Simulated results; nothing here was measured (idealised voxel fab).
process module | voxel capacitor over wiring
cross-section cut | 265 nm wide | cells 5 nm
A cross-section is a grid of square cells, given in bands from the top down. A band is one or more rows of cells.
Each band's line starts with the height of the band's top and of its bottom, in nm. Then come its materials from left to right, each with its width in nm. One material with "throughout" fills the band from edge to edge. "air" is empty space.
Height 0 is the level under which the wafer as received is all one material. The lowest band goes on downwards, as in "0 down".
A width such as "30 to 40" changes by the same amount from each row of cells to the next, from the band's top row to its bottom row.
"no change" after a step means that no cell of the cross-section changed.
closed voids: empty space of 8 cells or more with no open way to the top, each as width x height at its distance from the left edge, in nm
after a step's settings: what the simulator itself notes on the step
overlay nm, on a step with a mask: how far to the right of its planned place the mask lay; to the left if negative
plan
1 op RECEIVE | material Si
2 op CONFORMAL_DEP | material SiO2 | thk nm 15
3 op CONFORMAL_DEP | material SiCN | thk nm 5
4 op DIRECTIONAL_DEP | material SiO2 | thk nm 15
5 op MASKED_ETCH | tone open | mask id METAL_1 | width nm 25 | pitch nm 85 | etch materials SiO2 | depth nm 15 | overlay nm 0
6 op MASKED_ETCH | tone open | mask id METAL_1 | width nm 25 | pitch nm 85 | etch materials SiCN | depth nm 5 | overlay nm 0
7 op CONFORMAL_DEP | material TiN | thk nm 5
8 op FILL_DEP | material Ru | thk nm 10
9 op CMP | height nm 35
10 op EPI | material Ru | thk nm 5
11 op FILL_DEP | material SiCN | thk nm 5
12 op DIRECTIONAL_DEP | material SiO2 | thk nm 10
13 op PATTERN | tone open | mask id PLUG_1 | material resist | width nm 15 | thk nm 20 | overlay nm 0
14 op DIRECTIONAL_ETCH | etch materials SiO2 | depth nm 10
15 op DIRECTIONAL_ETCH | etch materials SiCN | depth nm 5
16 op STRIP | etch materials resist
17 op CONFORMAL_DEP | material TiN | thk nm 5
18 op FILL_DEP | material Ru | thk nm 5
19 op CMP | height nm 55
20 op DIRECTIONAL_DEP | material TiN | thk nm 10
21 op DIRECTIONAL_DEP | material SiN | thk nm 5
22 op DIRECTIONAL_DEP | material TiN | thk nm 10
23 op DIRECTIONAL_DEP | material aC | thk nm 15
24 op PATTERN | tone cover | mask id UPPER_PLATE | material resist | width nm 65 | thk nm 30 | overlay nm 0
25 op DIRECTIONAL_ETCH | etch materials aC | depth nm 15
26 op STRIP | etch materials resist
27 op DIRECTIONAL_ETCH | etch materials TiN | depth nm 10
28 op DIRECTIONAL_ETCH | etch materials SiN | depth nm 5
29 op STRIP | etch materials aC
30 op DIRECTIONAL_DEP | material aC | thk nm 10
31 op PATTERN | tone cover | mask id LOWER_PLATE | material resist | width nm 75 | thk nm 30 | overlay nm 0
32 op DIRECTIONAL_ETCH | etch materials aC | depth nm 10
33 op STRIP | etch materials resist
34 op DIRECTIONAL_ETCH | etch materials TiN | depth nm 10
35 op STRIP | etch materials aC
36 op FILL_DEP | material SiO2 | thk nm 15
37 op CMP | height nm 90
38 op MASKED_ETCH | tone open | mask id PLUG_2 | width nm 15 | etch materials SiO2 | depth nm 10 | overlay nm 0
39 op CONFORMAL_DEP | material TiN | thk nm 5
40 op FILL_DEP | material Ru | thk nm 10
41 op CMP | height nm 90
42 op CONFORMAL_DEP | material SiCN | thk nm 5
first wafer, as planned
as received, after step 1
  0 down: Si throughout
  closed voids: none
after step 2
  15 to 0: SiO2 throughout
  below 0: unchanged
after step 3
  20 to 15: SiCN throughout
  below 15: unchanged
after step 4
  35 to 20: SiO2 throughout
  below 20: unchanged
after step 5
  35 to 20: SiO2 75 | air 25 | SiO2 60 | air 25 | SiO2 80
  below 20: unchanged
after step 6
  35 to 20: SiO2 75 | air 25 | SiO2 60 | air 25 | SiO2 80
  20 to 15: SiCN 75 | air 25 | SiCN 60 | air 25 | SiCN 80
  below 15: unchanged
after step 7
  40 to 35: TiN 80 | air 15 | TiN 70 | air 15 | TiN 85
  35 to 20: SiO2 75 | TiN 5 | air 15 | TiN 5 | SiO2 60 | TiN 5 | air 15 | TiN 5 | SiO2 80
  20 to 15: SiCN 75 | TiN 25 | SiCN 60 | TiN 25 | SiCN 80
  below 15: unchanged
after step 8
  50 to 40: Ru throughout
  40 to 35: TiN 80 | Ru 15 | TiN 70 | Ru 15 | TiN 85
  35 to 20: SiO2 75 | TiN 5 | Ru 15 | TiN 5 | SiO2 60 | TiN 5 | Ru 15 | TiN 5 | SiO2 80
  below 20: unchanged
after step 9
  35 to 20: SiO2 75 | TiN 5 | Ru 15 | TiN 5 | SiO2 60 | TiN 5 | Ru 15 | TiN 5 | SiO2 80
  below 20: unchanged
after step 10
  40 to 35: air 70 | Ru 35 | air 50 | Ru 35 | air 75
  below 35: unchanged
after step 11
  45 to 40: SiCN throughout
  40 to 35: SiCN 70 | Ru 35 | SiCN 50 | Ru 35 | SiCN 75
  below 35: unchanged
after step 12
  55 to 45: SiO2 throughout
  below 45: unchanged
after step 13
  75 to 55: resist 85 | air 15 | resist 165
  below 55: unchanged
after step 14
  75 to 55: resist 85 | air 15 | resist 165
  55 to 45: SiO2 85 | air 15 | SiO2 165
  below 45: unchanged
after step 15
  75 to 55: resist 85 | air 15 | resist 165
  55 to 45: SiO2 85 | air 15 | SiO2 165
  45 to 40: SiCN 85 | air 15 | SiCN 165
  below 40: unchanged
after step 16
  55 to 45: SiO2 85 | air 15 | SiO2 165
  below 45: unchanged
after step 17
  60 to 55: TiN 90 | air 5 | TiN 170
  55 to 45: SiO2 85 | TiN 5 | air 5 | TiN 5 | SiO2 165
  45 to 40: SiCN 85 | TiN 15 | SiCN 165
  below 40: unchanged
after step 18
  65 to 60: Ru throughout
  60 to 55: TiN 90 | Ru 5 | TiN 170
  55 to 45: SiO2 85 | TiN 5 | Ru 5 | TiN 5 | SiO2 165
  below 45: unchanged
after step 19
  55 to 45: SiO2 85 | TiN 5 | Ru 5 | TiN 5 | SiO2 165
  below 45: unchanged
after step 20
  65 to 55: TiN throughout
  below 55: unchanged
after step 21
  70 to 65: SiN throughout
  below 65: unchanged
after step 22
  80 to 70: TiN throughout
  below 70: unchanged
after step 23
  95 to 80: aC throughout
  below 80: unchanged
after step 24
  125 to 95: air 85 | resist 65 | air 115
  below 95: unchanged
after step 25
  110 to 95: air 85 | resist 65 | air 115
  95 to 80: air 85 | aC 65 | air 115
  below 80: unchanged
after step 26
  95 to 80: air 85 | aC 65 | air 115
  below 80: unchanged
after step 27
  95 to 80: air 85 | aC 65 | air 115
  80 to 70: air 85 | TiN 65 | air 115
  below 70: unchanged
after step 28
  95 to 80: air 85 | aC 65 | air 115
  80 to 70: air 85 | TiN 65 | air 115
  70 to 65: air 85 | SiN 65 | air 115
  below 65: unchanged
after step 29
  80 to 70: air 85 | TiN 65 | air 115
  below 70: unchanged
after step 30
  90 to 80: air 85 | aC 65 | air 115
  80 to 75: air 85 | TiN 65 | air 115
  75 to 70: aC 85 | TiN 65 | aC 115
  70 to 65: aC 85 | SiN 65 | aC 115
  below 65: unchanged
after step 31
  120 to 90: air 80 | resist 75 | air 110
  90 to 80: air 80 | resist 5 | aC 65 | resist 5 | air 110
  80 to 75: air 80 | resist 5 | TiN 65 | resist 5 | air 110
  below 75: unchanged
after step 32
  110 to 90: air 80 | resist 75 | air 110
  90 to 80: air 80 | resist 5 | aC 65 | resist 5 | air 110
  80 to 75: air 80 | resist 5 | TiN 65 | resist 5 | air 110
  75 to 70: air 80 | aC 5 | TiN 65 | aC 5 | air 110
  70 to 65: air 80 | aC 5 | SiN 65 | aC 5 | air 110
  below 65: unchanged
after step 33
  90 to 80: air 85 | aC 65 | air 115
  80 to 75: air 85 | TiN 65 | air 115
  below 75: unchanged
after step 34
  90 to 80: air 85 | aC 65 | air 115
  80 to 75: air 85 | TiN 65 | air 115
  75 to 70: air 80 | aC 5 | TiN 65 | aC 5 | air 110
  70 to 65: air 80 | aC 5 | SiN 65 | aC 5 | air 110
  65 to 55: air 80 | TiN 75 | air 110
  below 55: unchanged
after step 35
  80 to 70: air 85 | TiN 65 | air 115
  70 to 65: air 85 | SiN 65 | air 115
  below 65: unchanged
after step 36
  95 to 80: SiO2 throughout
  80 to 70: SiO2 85 | TiN 65 | SiO2 115
  70 to 65: SiO2 85 | SiN 65 | SiO2 115
  65 to 55: SiO2 80 | TiN 75 | SiO2 110
  below 55: unchanged
after step 37
  90 to 80: SiO2 throughout
  below 80: unchanged
after step 38
  90 to 80: SiO2 95 | air 15 | SiO2 155
  below 80: unchanged
after step 39
  95 to 90: TiN 100 | air 5 | TiN 160
  90 to 85: SiO2 95 | TiN 5 | air 5 | TiN 5 | SiO2 155
  85 to 80: SiO2 95 | TiN 15 | SiO2 155
  below 80: unchanged
after step 40
  105 to 95: Ru throughout
  95 to 90: TiN 100 | Ru 5 | TiN 160
  90 to 85: SiO2 95 | TiN 5 | Ru 5 | TiN 5 | SiO2 155
  below 85: unchanged
after step 41
  90 to 85: SiO2 95 | TiN 5 | Ru 5 | TiN 5 | SiO2 155
  below 85: unchanged
after step 42
  95 to 90: SiCN throughout
  below 90: unchanged
second wafer: like start, like plan, one mistake. Through step 40 it matches the first wafer
when step 41 should have ended: no change
when step 42 should have ended
  110 to 105: SiCN throughout
  below 105: unchanged
what went wrong: step 41 was left out
at the end the second wafer has, in cells: 107 more of Ru | 52 more of TiN
